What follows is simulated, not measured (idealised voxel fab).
A process module follows: voxel tone inversion.
Cross-sectional view cut (width: 145 nm; square cell size: 5 nm).
In what follows, cross-sections appear as grids of square cells, described through bands that run from the top down, where every band is one or more rows of cells.
Each band's line starts with the height of the band's top and of its bottom, in nm. Then come its materials from left to right, each with its width in nm. One material with "all across" fills the band from edge to edge. "empty" is empty space.
Convention: height 0 is the level below which the wafer, as received, is all one material. The lowest band does not terminate at the bottom but continues downward, represented as "0 nm and below".
Per-row width for "30->40": begins at first number (top row of band), ends at second number (bottom row), increment between rows held constant.
"no modifications", as given for a step, is the statement that not any cell of the cross-section underwent a change during that step.
"Sealed voids" - sealed voids, min. 8 cells, no opening to top; format: width x height at distance (distance from left edge; nm throughout).
Note: text after step settings on the step line = simulator remark on that step.
"overlay nm" on a masked step: distance the mask lay right of its planned place, negative for left.

-- Intended process steps
| 1 | RECEIVE: material Si |
| 2 | CONFORMAL_DEP: material SiN, thk nm 10 |
| 3 | DIRECTIONAL_DEP: material polySi, thk nm 15 |
| 4 | PATTERN: tone cover, mask id POSTS, material resist, width nm 15, pitch nm 30, thk nm 25, overlay nm 0 |
| 5 | DIRECTIONAL_ETCH: etch materials polySi, depth nm 15 |
| 6 | STRIP: etch materials resist |
| 7 | FILL_DEP: material SiO2, thk nm 10 |
| 8 | CMP: height nm 25 |
| 9 | STRIP: etch materials polySi |
| 10 | CONFORMAL_DEP: material TiN, thk nm 5 |
| 11 | FILL_DEP: material Ru, thk nm 10 |
| 12 | CMP: height nm 25 |
| 13 | CONFORMAL_DEP: material SiCN, thk nm 5 |

-- first wafer, as planned

-- The cross-section here shows the wafer as received, i.e. in its state after step 1
- 0 nm and below  Si all across
- Sealed voids: none

-- Cross-section of the wafer subsequent to step 2
- 10 nm to 0 nm  SiN all across
- For the remainder of the cross-section, below 0, there is no change.

-- Cross-section of the wafer subsequent to step 3
- 25 nm to 10 nm  polySi all across
- For the remainder of the cross-section, below 10, there is no change.

-- Cross-section of the wafer subsequent to step 4
- 50 nm to 25 nm  35 of empty, 15 of resist, 15 of empty, 15 of resist, 15 of empty, 15 of resist, 35 of empty
- For the remainder of the cross-section, below 25, there is no change.

-- Cross-section of the wafer subsequent to step 5
- 50 nm to 25 nm  35 of empty, 15 of resist, 15 of empty, 15 of resist, 15 of empty, 15 of resist, 35 of empty
- 25 nm to 10 nm  35 of empty, 15 of polySi, 15 of empty, 15 of polySi, 15 of empty, 15 of polySi, 35 of empty
- For the remainder of the cross-section, below 10, there is no change.

-- Cross-section of the wafer subsequent to step 6
- 25 nm to 10 nm  35 of empty, 15 of polySi, 15 of empty, 15 of polySi, 15 of empty, 15 of polySi, 35 of empty
- For the remainder of the cross-section, below 10, there is no change.

-- Cross-section of the wafer subsequent to step 7
- 35 nm to 25 nm  SiO2 all across
- 25 nm to 10 nm  35 of SiO2, 15 of polySi, 15 of SiO2, 15 of polySi, 15 of SiO2, 15 of polySi, 35 of SiO2
- For the remainder of the cross-section, below 10, there is no change.

-- Cross-section of the wafer subsequent to step 8
- 25 nm to 10 nm  35 of SiO2, 15 of polySi, 15 of SiO2, 15 of polySi, 15 of SiO2, 15 of polySi, 35 of SiO2
- For the remainder of the cross-section, below 10, there is no change.

-- Cross-section of the wafer subsequent to step 9
- 25 nm to 10 nm  35 of SiO2, 15 of empty, 15 of SiO2, 15 of empty, 15 of SiO2, 15 of empty, 35 of SiO2
- For the remainder of the cross-section, below 10, there is no change.

-- Cross-section of the wafer subsequent to step 10
- 30 nm to 25 nm  40 of TiN, 5 of empty, 25 of TiN, 5 of empty, 25 of TiN, 5 of empty, 40 of TiN
- 25 nm to 15 nm  35 of SiO2, 5 of TiN, 5 of empty, 5 of TiN, 15 of SiO2, 5 of TiN, 5 of empty, 5 of TiN, 15 of SiO2, 5 of TiN, 5 of empty, 5 of TiN, 35 of SiO2
- 15 nm to 10 nm  35 of SiO2, 15 of TiN, 15 of SiO2, 15 of TiN, 15 of SiO2, 15 of TiN, 35 of SiO2
- For the remainder of the cross-section, below 10, there is no change.

-- Cross-section of the wafer subsequent to step 11
- 40 nm to 30 nm  Ru all across
- 30 nm to 25 nm  40 of TiN, 5 of Ru, 25 of TiN, 5 of Ru, 25 of TiN, 5 of Ru, 40 of TiN
- 25 nm to 15 nm  35 of SiO2, 5 of TiN, 5 of Ru, 5 of TiN, 15 of SiO2, 5 of TiN, 5 of Ru, 5 of TiN, 15 of SiO2, 5 of TiN, 5 of Ru, 5 of TiN, 35 of SiO2
- For the remainder of the cross-section, below 15, there is no change.

-- Cross-section of the wafer subsequent to step 12
- 25 nm to 15 nm  35 of SiO2, 5 of TiN, 5 of Ru, 5 of TiN, 15 of SiO2, 5 of TiN, 5 of Ru, 5 of TiN, 15 of SiO2, 5 of TiN, 5 of Ru, 5 of TiN, 35 of SiO2
- For the remainder of the cross-section, below 15, there is no change.

-- Cross-section of the wafer subsequent to step 13
- 30 nm to 25 nm  SiCN all across
- For the remainder of the cross-section, below 25, there is no change.

-- Wafer two of two - same starting point, same process plan, one mistake in execution; matches wafer one up to and including step 10

-- Here is the second wafer in cross-section at the point where step 11 of the plan should have been done
- 50 nm to 30 nm  Ru all across
- 30 nm to 25 nm  40 of TiN, 5 of Ru, 25 of TiN, 5 of Ru, 25 of TiN, 5 of Ru, 40 of TiN
- 25 nm to 15 nm  35 of SiO2, 5 of TiN, 5 of Ru, 5 of TiN, 15 of SiO2, 5 of TiN, 5 of Ru, 5 of TiN, 15 of SiO2, 5 of TiN, 5 of Ru, 5 of TiN, 35 of SiO2
- For the remainder of the cross-section, below 15, there is no change.

-- Here is the second wafer in cross-section at the point where step 12 of the plan should have been done
- 25 nm to 15 nm  35 of SiO2, 5 of TiN, 5 of Ru, 5 of TiN, 15 of SiO2, 5 of TiN, 5 of Ru, 5 of TiN, 15 of SiO2, 5 of TiN, 5 of Ru, 5 of TiN, 35 of SiO2
- For the remainder of the cross-section, below 15, there is no change.

-- Here is the second wafer in cross-section at the point where step 13 of the plan should have been done
- 30 nm to 25 nm  SiCN all across
- For the remainder of the cross-section, below 25, there is no change.
It is concluded that the wafer was processed incorrectly with respect to the plan, in that step 11 from the plan got run twice
The two wafers wind up with the same cross-section at the end, so whatever this model computes is the same despite the mistake.
